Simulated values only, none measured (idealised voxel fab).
Process module heading - voxel trench capacitor
It is cross-section cut that appears here, measuring 245 nm in width, its square cells being 5 nm in size.
In this document a cross-section is written as a grid of square cells. It is given as a series of bands, listed from the top down, and a band is one or more rows of cells.
Band entry format. Leading values: height of top, height of bottom, nm. Remainder: materials in left-to-right order, each with its width in nm. Special words: "throughout" on a single material, which then fills the band edge to edge; "air", empty space.
For the purposes of this specification, 0 denotes the height below which the wafer in its as-received condition is composed wholly of one material, and the lowermost band, lacking a lower limit, extends downward without end, as expressed in "z 0 and below".
The expression "30->40" gives the width at the extremes of the band, the first number at its top row of cells and the second at its bottom row, with the width changing by equal amounts from each row to the next in between.
It should be understood that the words "remained the same", when stated for a given step, signify that the cross-section underwent no change in any of its cells during that step.
Any empty space of 8 cells or more lacking an open way to the top shows up in "Closed voids list" as width x height at distance, distance from the left edge, in nm.
Step line, after settings: the simulator's comment on this step.
The optional step-line setting "overlay nm" applies to steps with a mask and quantifies how far to the right of its planned location the mask lay, a negative value indicating leftward placement.

List of planned process steps:
| 1 | RECEIVE | material Si |
| 2 | CONFORMAL_DEP | material SiN | thk nm 10 |
| 3 | MASKED_ETCH | tone open | mask id TRENCH | width nm 20 | pitch nm 40 | etch materials SiN | depth nm 10 | overlay nm 0 |
| 4 | MASKED_ETCH | tone open | mask id TRENCH | width nm 20 | pitch nm 40 | etch materials Si | depth nm 30 | overlay nm 0 |
| 5 | CONFORMAL_DEP | material SiO2 | thk nm 5 |
| 6 | FILL_DEP | material polySi | thk nm 10 |
| 7 | CMP | height nm 10 |

Cross-section of the wafer as it came to us, i.e., already through step 1:
* z 0 and below = Si throughout
* Closed voids list: none

The first of the two wafers as seen in cross-section once the module was finished; processing followed the plan:
* z 10 to 0 = SiN (90) | SiO2 (5) | polySi (10) | SiO2 (5) | SiN (20) | SiO2 (5) | polySi (10) | SiO2 (5) | SiN (95)
* z 0 to -25 = Si (90) | SiO2 (5) | polySi (10) | SiO2 (5) | Si (20) | SiO2 (5) | polySi (10) | SiO2 (5) | Si (95)
* z -25 to -30 = Si (90) | SiO2 (20) | Si (20) | SiO2 (20) | Si (95)
* z -30 and below = Si throughout
* Closed voids list: none

Now the second wafer, cross-sectioned at the end of the module. Nothing different at the start, nothing different in the plan compared with the first, just one mistake when it was actually run:
* z 10 to 0 = SiN (95) | SiO2 (5) | polySi (5) | SiO2 (5) | SiN (25) | SiO2 (5) | polySi (5) | SiO2 (5) | SiN (95)
* z 0 to -25 = Si (95) | SiO2 (5) | polySi (5) | SiO2 (5) | Si (25) | SiO2 (5) | polySi (5) | SiO2 (5) | Si (95)
* z -25 to -30 = Si (95) | SiO2 (15) | Si (25) | SiO2 (15) | Si (95)
* z -30 and below = Si throughout
* Closed voids list: none
What broke from the plan during processing? step 3 deviated from plan and actually ran as MASKED_ETCH | tone open | mask id TRENCH | width nm 15 | pitch nm 40 | etch materials SiN | depth nm 10 | overlay nm 0
Final comparison by cell count, materials where the second wafer has more or fewer than the first: Si +12 | SiN +4 | SiO2 -2 | polySi -14
